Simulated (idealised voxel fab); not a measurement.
process module | voxel double patterning
cross-section cut | 220 nm wide | cells 5 nm
A cross-section is a grid of square cells, given in bands from the top down. A band is one or more rows of cells.
Each band's line starts with the height of the band's top and of its bottom, in nm. Then come its materials from left to right, each with its width in nm. One material with "throughout" fills the band from edge to edge. "air" is empty space.
Height 0 is the level under which the wafer as received is all one material. The lowest band goes on downwards, as in "0 down".
A width such as "30 to 40" changes by the same amount from each row of cells to the next, from the band's top row to its bottom row.
"no change" after a step means that no cell of the cross-section changed.
closed voids: empty space of 8 cells or more with no open way to the top, each as width x height at its distance from the left edge, in nm
after a step's settings: what the simulator itself notes on the step
overlay nm, on a step with a mask: how far to the right of its planned place the mask lay; to the left if negative
plan
1 op RECEIVE | material Si
2 op CONFORMAL_DEP | material SiO2 | thk nm 5
3 op DIRECTIONAL_DEP | material TiN | thk nm 10
4 op DIRECTIONAL_DEP | material SiCN | thk nm 5
5 op DIRECTIONAL_DEP | material aC | thk nm 10
6 op PATTERN | tone open | mask id FIRST | material resist | width nm 15 | pitch nm 50 | thk nm 25 | overlay nm 0
7 op DIRECTIONAL_ETCH | etch materials aC | depth nm 10
8 op STRIP | etch materials resist
9 op DIRECTIONAL_ETCH | etch materials SiCN | depth nm 5
10 op STRIP | etch materials aC
11 op MASKED_ETCH | tone open | mask id SECOND | width nm 15 | pitch nm 50 | etch materials SiCN | depth nm 5 | overlay nm 0
12 op DIRECTIONAL_ETCH | etch materials TiN | depth nm 10
13 op STRIP | etch materials SiCN
as received, after step 1
  0 down: Si throughout
  closed voids: none
a wafer at the end: this start, this plan, one mistake
  10 to 0: TiN 50 | air 15 | TiN 10 | air 15 | TiN 10 | air 15 | TiN 10 | air 15 | TiN 10 | air 15 | TiN 55
  0 down: Si throughout
  closed voids: none
what went wrong: step 2 was left out
